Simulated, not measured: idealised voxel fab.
Process module, titled voxel gate over fins
Square cells of 5 nm make up the cross-section cut, whose width is 275 nm.
A cross-section in this document is a grid of square cells, and it is written down as bands, the top band listed before the ones below it; a band is made up of one or more rows of cells. Band entry format. Leading values: height of top, height of bottom, nm. Remainder: materials in left-to-right order, each with its width in nm. Special words: "full width" on a single material, which then fills the band edge to edge; "air", empty space. Basically, 0 is our baseline, since under it the wafer straight out of the box is all one material. The bottom band has no lower end and keeps on going down, so it looks like "z 0 and below". Width: "30..40" (first number = top row, second number = bottom row, same change from row to row of cells). Step note "everything unchanged" = no cross-section cell changed. This entry, "Fully closed voids", enumerates those empty regions of no fewer than 8 cells that possess no open connection to the top. Each region is reported in the form width x height at distance, the distance being taken from the left edge, with all three quantities expressed in nm. Where a step's line continues beyond its settings, the continuation is a remark by the simulator itself on that step. A step line may carry the setting "overlay nm", which, for steps involving a mask, states the distance by which the mask lay to the right of its intended position; negative values denote displacement to the left.

Planned step list for the process:
step 1: RECEIVE (material Si)
step 2: CONFORMAL_DEP (material SiN; thk nm 5)
step 3: PATTERN (tone cover; mask id FINS; material resist; width nm 15; pitch nm 55; thk nm 15; overlay nm 0)
step 4: DIRECTIONAL_ETCH (etch materials SiN; depth nm 5)
step 5: DIRECTIONAL_ETCH (etch materials Si; depth nm 30)
step 6: STRIP (etch materials resist)
step 7: FILL_DEP (material SiO2; thk nm 10)
step 8: CMP (height nm 5)
step 9: MASKED_ETCH (tone open; mask id RAIL; width nm 15; etch materials SiO2; depth nm 30; overlay nm 0)
step 10: CONFORMAL_DEP (material TiN; thk nm 5)
step 11: FILL_DEP (material W; thk nm 5)
step 12: CMP (height nm 5)
step 13: SELECTIVE_ETCH (etch materials W Ru TiN; depth nm 20)
step 14: FILL_DEP (material SiO2; thk nm 5)
step 15: CMP (height nm 5)
step 16: SELECTIVE_ETCH (etch materials SiO2; depth nm 15)
step 17: STRIP (etch materials SiN)
step 18: CONFORMAL_DEP (material HfO2; thk nm 5)
step 19: CONFORMAL_DEP (material TiN; thk nm 5)
step 20: CONFORMAL_DEP (material TiAl; thk nm 5)
step 21: CONFORMAL_DEP (material TiN; thk nm 5)
step 22: FILL_DEP (material W; thk nm 15)
step 23: CMP (height nm 30)
step 24: CONFORMAL_DEP (material SiN; thk nm 10)

Cross-section, incoming material, after step 1:
* z 0 and below: Si full width
* Fully closed voids: none

End state of the module in cross-section, given the above starting point and plan and one mistake in execution:
* z 40 to 30: SiN full width
* z 30 to 20: W full width
* z 20 to 15: W 80 | TiN 110 | W 85
* z 15 to 10: W 80 | TiN 5 | TiAl 45 | TiN 10 | TiAl 45 | TiN 5 | W 85
* z 10 to 5: TiN 85 | TiAl 5 | TiN 35 | TiAl 5 | TiN 10 | TiAl 5 | TiN 35 | TiAl 5 | TiN 90
* z 5 to 0: TiAl 90 | TiN 5 | HfO2 25 | TiN 5 | TiAl 20 | TiN 5 | HfO2 25 | TiN 5 | TiAl 95
* z 0 to -5: TiN 95 | HfO2 5 | Si 15 | HfO2 5 | TiN 30 | HfO2 5 | Si 15 | HfO2 5 | TiN 100
* z -5 to -10: HfO2 100 | Si 15 | HfO2 40 | Si 15 | HfO2 105
* z -10 to -15: SiO2 100 | Si 15 | SiO2 40 | Si 15 | SiO2 105
* z -15 to -20: SiO2 100 | Si 15 | SiO2 10 | TiN 5 | W 5 | TiN 5 | SiO2 15 | Si 15 | SiO2 105
* z -20 to -25: SiO2 100 | Si 15 | SiO2 10 | TiN 15 | SiO2 15 | Si 15 | SiO2 105
* z -25 to -60: SiO2 100 | Si 15 | SiO2 40 | Si 15 | SiO2 105
* z -60 and below: Si full width
* Fully closed voids: none
Misprocessing identified: step 5 from the plan got run twice
